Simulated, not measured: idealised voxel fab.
Documented hereafter: the process module known as voxel wiring stack.
Section cut is 270 nm wide and gridded with 5 nm square cells.
A cross-section in this document is a grid of square cells, and it is written down as bands, the top band listed before the ones below it; a band is made up of one or more rows of cells.
For a band, the entry starts with two heights in nm, that of the top and then that of the bottom, and carries on with the band's materials in order from left to right, each alongside its width in nm; the word "throughout" beside a single material means it fills the band edge to edge, and "empty" means empty space.
Heads up on the height convention: 0 is the point under which the incoming wafer is all one material, and the lowest band has no bottom, it just keeps going down, like "z 0 and below".
So if you see something like "30..40" for the width, read it as the top row of the band sitting at the first number and the bottom row at the second, with every row in between moving by the same amount as the last.
Take "stayed the same" at face value: in the step it is given for, the cross-section changed in none of its cells.
In "Unvented voids" the enclosed voids are listed, meaning empty spaces of 8 cells or larger without any opening to the top. The form is width x height at distance, distance from the left edge, units nm.
Past the settings on a step's line: simulator remark, on that step.
"overlay nm", when on a step's line for a step with a mask, measures how far to the right of its planned place the mask lay; a negative measure means to the left.
[Listed below are the process steps as planned]
| 1 | RECEIVE with material Si |
| 2 | CONFORMAL_DEP with material SiO2, thk nm 10 |
| 3 | DIRECTIONAL_DEP with material TiN, thk nm 5 |
| 4 | DIRECTIONAL_DEP with material Ru, thk nm 25 |
| 5 | DIRECTIONAL_DEP with material aC, thk nm 10 |
| 6 | PATTERN with tone cover, mask id METAL_1, material resist, width nm 20, pitch nm 45, thk nm 25, overlay nm 0 |
| 7 | DIRECTIONAL_ETCH with etch materials aC, depth nm 10 |
| 8 | STRIP with etch materials resist |
| 9 | DIRECTIONAL_ETCH with etch materials Ru, depth nm 25 |
| 10 | DIRECTIONAL_ETCH with etch materials TiN, depth nm 5 |
| 11 | STRIP with etch materials aC |
| 12 | CONFORMAL_DEP with material SiCN, thk nm 5 |
| 13 | FILL_DEP with material SiO2, thk nm 10 |
| 14 | CMP with height nm 40 |
| 15 | CONFORMAL_DEP with material SiCN, thk nm 5 |
| 16 | DIRECTIONAL_DEP with material lowk, thk nm 10 |
| 17 | PATTERN with tone open, mask id PLUG_1, material resist, width nm 15, pitch nm 90, thk nm 20, overlay nm 0 |
| 18 | DIRECTIONAL_ETCH with etch materials lowk, depth nm 10 |
| 19 | DIRECTIONAL_ETCH with etch materials SiCN, depth nm 5 |
| 20 | STRIP with etch materials resist |
| 21 | CONFORMAL_DEP with material TiN, thk nm 5 |
| 22 | FILL_DEP with material Ru, thk nm 10 |
| 23 | CMP with height nm 55 |
| 24 | CONFORMAL_DEP with material SiCN, thk nm 5 |
| 25 | DIRECTIONAL_DEP with material lowk, thk nm 20 |
| 26 | PATTERN with tone open, mask id METAL_2, material resist, width nm 20, pitch nm 45, thk nm 15, overlay nm 0 |
| 27 | DIRECTIONAL_ETCH with etch materials lowk, depth nm 20 |
| 28 | DIRECTIONAL_ETCH with etch materials SiCN, depth nm 5 |
| 29 | STRIP with etch materials resist |
| 30 | CONFORMAL_DEP with material TiN, thk nm 5 |
| 31 | FILL_DEP with material W, thk nm 10 |
| 32 | CMP with height nm 80 |
| 33 | CONFORMAL_DEP with material SiCN, thk nm 5 |
| 34 | DIRECTIONAL_DEP with material lowk, thk nm 30 |
| 35 | DIRECTIONAL_DEP with material aC, thk nm 10 |
| 36 | PATTERN with tone open, mask id METAL_3, material resist, width nm 20, pitch nm 45, thk nm 30, overlay nm 0 |
| 37 | DIRECTIONAL_ETCH with etch materials aC, depth nm 10 |
| 38 | STRIP with etch materials resist |
| 39 | DIRECTIONAL_ETCH with etch materials lowk, depth nm 20 |
| 40 | STRIP with etch materials aC |
| 41 | DIRECTIONAL_DEP with material aC, thk nm 10 |
| 42 | PATTERN with tone open, mask id METAL_3_HOLES, material resist, width nm 15, pitch nm 90, thk nm 30, overlay nm 0 |
| 43 | DIRECTIONAL_ETCH with etch materials aC, depth nm 10 |
| 44 | STRIP with etch materials resist |
| 45 | DIRECTIONAL_ETCH with etch materials lowk, depth nm 10 |
| 46 | DIRECTIONAL_ETCH with etch materials SiCN, depth nm 5 |
| 47 | STRIP with etch materials aC |
| 48 | CONFORMAL_DEP with material TiN, thk nm 5 |
| 49 | FILL_DEP with material Ru, thk nm 10 |
| 50 | CMP with height nm 115 |
| 51 | CONFORMAL_DEP with material SiCN, thk nm 5 |
| 52 | DIRECTIONAL_DEP with material SiO2, thk nm 10 |
| 53 | DIRECTIONAL_DEP with material aC, thk nm 15 |
| 54 | PATTERN with tone open, mask id PLUG_3, material resist, width nm 15, pitch nm 45, thk nm 35, overlay nm 0 |
| 55 | DIRECTIONAL_ETCH with etch materials aC, depth nm 15 |
| 56 | STRIP with etch materials resist |
| 57 | DIRECTIONAL_ETCH with etch materials SiO2, depth nm 10 |
| 58 | DIRECTIONAL_ETCH with etch materials SiCN, depth nm 5 |
| 59 | STRIP with etch materials aC |
| 60 | EPI with material Ru, thk nm 10 |
| 61 | EPI with material Ru, thk nm 5 |
| 62 | CONFORMAL_DEP with material SiCN, thk nm 5 |
| 63 | DIRECTIONAL_DEP with material SiO2, thk nm 20 |
| 64 | PATTERN with tone open, mask id METAL_4, material resist, width nm 20, pitch nm 45, thk nm 20, overlay nm 0 |
| 65 | DIRECTIONAL_ETCH with etch materials SiO2, depth nm 20 |
| 66 | DIRECTIONAL_ETCH with etch materials SiCN, depth nm 5 |
| 67 | STRIP with etch materials resist |
| 68 | CONFORMAL_DEP with material TiN, thk nm 5 |
| 69 | FILL_DEP with material W, thk nm 5 |
| 70 | CMP with height nm 155 |
| 71 | CONFORMAL_DEP with material SiCN, thk nm 5 |
[Cross-section of the wafer as it came to us, i.e., already through step 1]
* z 0 and below = Si throughout
* Unvented voids: none
[Module complete, cross-section. Starting point and plan per above. One mistake made in running the module]
* z 160 to 155 = SiCN throughout
* z 155 to 145 = 55 SiO2 / 5 TiN / 10 W / 5 TiN / 25 SiO2 / 5 TiN / 10 W / 5 TiN / 25 SiO2 / 5 TiN / 10 W / 5 TiN / 25 SiO2 / 5 TiN / 10 W / 5 TiN / 60 SiO2
* z 145 to 140 = 40 SiO2 / 15 SiCN / 20 TiN / 25 SiCN / 20 TiN / 25 SiCN / 20 TiN / 25 SiCN / 20 TiN / 10 SiCN / 50 SiO2
* z 140 to 135 = 40 SiO2 / 5 SiCN / 35 Ru / 10 SiCN / 35 Ru / 10 SiCN / 35 Ru / 10 SiCN / 35 Ru / 5 SiCN / 50 SiO2
* z 135 to 130 = 45 SiCN / 35 Ru / 10 SiCN / 35 Ru / 10 SiCN / 35 Ru / 10 SiCN / 35 Ru / 55 SiCN
* z 130 to 120 = 55 SiO2 / 15 Ru / 30 SiO2 / 15 Ru / 30 SiO2 / 15 Ru / 30 SiO2 / 15 Ru / 65 SiO2
* z 120 to 115 = 55 SiCN / 15 Ru / 30 SiCN / 15 Ru / 30 SiCN / 15 Ru / 30 SiCN / 15 Ru / 65 SiCN
* z 115 to 100 = 55 lowk / 5 TiN / 10 Ru / 5 TiN / 25 lowk / 5 TiN / 10 Ru / 5 TiN / 25 lowk / 5 TiN / 10 Ru / 5 TiN / 25 lowk / 5 TiN / 10 Ru / 5 TiN / 60 lowk
* z 100 to 95 = 55 lowk / 5 TiN / 5 Ru / 10 TiN / 25 lowk / 20 TiN / 25 lowk / 5 TiN / 5 Ru / 10 TiN / 25 lowk / 20 TiN / 60 lowk
* z 95 to 85 = 55 lowk / 5 TiN / 5 Ru / 5 TiN / 75 lowk / 5 TiN / 5 Ru / 5 TiN / 110 lowk
* z 85 to 80 = 55 SiCN / 15 TiN / 75 SiCN / 15 TiN / 110 SiCN
* z 80 to 60 = 55 lowk / 5 TiN / 10 W / 5 TiN / 25 lowk / 5 TiN / 10 W / 5 TiN / 25 lowk / 5 TiN / 10 W / 5 TiN / 25 lowk / 5 TiN / 10 W / 5 TiN / 60 lowk
* z 60 to 55 = 55 SiCN / 20 TiN / 25 SiCN / 20 TiN / 25 SiCN / 20 TiN / 25 SiCN / 20 TiN / 60 SiCN
* z 55 to 45 = 55 lowk / 5 TiN / 5 Ru / 5 TiN / 75 lowk / 5 TiN / 5 Ru / 5 TiN / 110 lowk
* z 45 to 40 = 55 SiCN / 15 TiN / 75 SiCN / 15 TiN / 110 SiCN
* z 40 to 15 = 50 SiO2 / 5 SiCN / 20 Ru / 5 SiCN / 15 SiO2 / 5 SiCN / 20 Ru / 5 SiCN / 15 SiO2 / 5 SiCN / 20 Ru / 5 SiCN / 15 SiO2 / 5 SiCN / 20 Ru / 5 SiCN / 55 SiO2
* z 15 to 10 = 55 SiCN / 20 TiN / 25 SiCN / 20 TiN / 25 SiCN / 20 TiN / 25 SiCN / 20 TiN / 60 SiCN
* z 10 to 0 = SiO2 throughout
* z 0 and below = Si throughout
* Unvented voids: none
Deviation from plan: plan step 60 was twice executed
